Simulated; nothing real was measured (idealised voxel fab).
process module | voxel self aligned contacts
cross-section cut | 300 nm wide | cells 5 nm
A cross-section is a grid of square cells, given in bands from the top down. A band is one or more rows of cells.
Each band's line starts with the height of the band's top and of its bottom, in nm. Then come its materials from left to right, each with its width in nm. One material with "throughout" fills the band from edge to edge. "air" is empty space.
Height 0 is the level under which the wafer as received is all one material. The lowest band goes on downwards, as in "0 down".
A width such as "30 to 40" changes by the same amount from each row of cells to the next, from the band's top row to its bottom row.
"no change" after a step means that no cell of the cross-section changed.
closed voids: empty space of 8 cells or more with no open way to the top, each as width x height at its distance from the left edge, in nm
after a step's settings: what the simulator itself notes on the step
overlay nm, on a step with a mask: how far to the right of its planned place the mask lay; to the left if negative
plan
1 op RECEIVE | material Si
2 op CONFORMAL_DEP | material SiO2 | thk nm 5
3 op DIRECTIONAL_DEP | material polySi | thk nm 25
4 op DIRECTIONAL_DEP | material SiN | thk nm 20
5 op DIRECTIONAL_DEP | material aC | thk nm 10
6 op PATTERN | tone cover | mask id GATE | material resist | width nm 25 | pitch nm 55 | thk nm 30 | overlay nm -15
7 op DIRECTIONAL_ETCH | etch materials aC | depth nm 10
8 op STRIP | etch materials resist
9 op DIRECTIONAL_ETCH | etch materials SiN | depth nm 20
10 op DIRECTIONAL_ETCH | etch materials polySi | depth nm 25
11 op STRIP | etch materials aC
12 op CONFORMAL_DEP | material SiN | thk nm 5
13 op DIRECTIONAL_ETCH | etch materials SiN | depth nm 5
14 op FILL_DEP | material SiO2 | thk nm 10
15 op CMP | height nm 55
16 op MASKED_ETCH | tone open | mask id CONTACT | width nm 40 | pitch nm 55 | etch materials SiO2 | depth nm 55 | overlay nm 0
17 op CONFORMAL_DEP | material TiN | thk nm 5
18 op FILL_DEP | material W | thk nm 5
19 op CMP | height nm 55
20 op CONFORMAL_DEP | material SiCN | thk nm 5
varied across the wafers: overlay nm of step 6. The plan shows the first wafer's value. All wafers start alike
first wafer as received, after step 1
  0 down: Si throughout
  closed voids: none
first wafer at the end, after step 20
  60 to 55: SiCN throughout
  55 to 50: SiO2 100 | TiN 5 | W 5 | TiN 30 | SiO2 15 | TiN 5 | W 5 | TiN 30 | SiO2 105
  50 to 30: SiO2 60 | SiN 35 | SiO2 5 | TiN 5 | W 5 | TiN 5 | SiN 35 | SiO2 5 | TiN 5 | W 5 | TiN 5 | SiN 35 | SiO2 95
  30 to 5: SiO2 60 | SiN 5 | polySi 25 | SiN 5 | SiO2 5 | TiN 5 | W 5 | TiN 5 | SiN 5 | polySi 25 | SiN 5 | SiO2 5 | TiN 5 | W 5 | TiN 5 | SiN 5 | polySi 25 | SiN 5 | SiO2 95
  5 to 0: SiO2 100 | TiN 15 | SiO2 40 | TiN 15 | SiO2 130
  0 down: Si throughout
  closed voids: none
last wafer at the end
  60 to 55: SiCN throughout
  55 to 50: SiO2 100 | TiN 30 | W 5 | TiN 5 | SiO2 15 | TiN 30 | W 5 | TiN 5 | SiO2 105
  50 to 30: SiO2 90 | SiN 35 | TiN 5 | W 5 | TiN 5 | SiO2 5 | SiN 35 | TiN 5 | W 5 | TiN 5 | SiO2 5 | SiN 35 | SiO2 65
  30 to 5: SiO2 90 | SiN 5 | polySi 25 | SiN 5 | TiN 5 | W 5 | TiN 5 | SiO2 5 | SiN 5 | polySi 25 | SiN 5 | TiN 5 | W 5 | TiN 5 | SiO2 5 | SiN 5 | polySi 25 | SiN 5 | SiO2 65
  5 to 0: SiO2 125 | TiN 15 | SiO2 40 | TiN 15 | SiO2 105
  0 down: Si throughout
  closed voids: none
each wafer at the end: cells of each material gained (+) or lost (-) since it was received, then its closed voids
overlay nm -15 | +60 SiCN | +114 SiN | +395 SiO2 | +56 TiN | +20 W | +75 polySi | closed voids: none
overlay nm -10 | +60 SiCN | +114 SiN | +375 SiO2 | +56 TiN | +40 W | +75 polySi | closed voids: none
overlay nm -5 | +60 SiCN | +114 SiN | +375 SiO2 | +56 TiN | +40 W | +75 polySi | closed voids: none
overlay nm 0 | +60 SiCN | +114 SiN | +375 SiO2 | +56 TiN | +40 W | +75 polySi | closed voids: none
overlay nm 5 | +60 SiCN | +114 SiN | +375 SiO2 | +56 TiN | +40 W | +75 polySi | closed voids: none
overlay nm 10 | +60 SiCN | +114 SiN | +375 SiO2 | +56 TiN | +40 W | +75 polySi | closed voids: none
overlay nm 15 | +60 SiCN | +114 SiN | +395 SiO2 | +56 TiN | +20 W | +75 polySi | closed voids: none
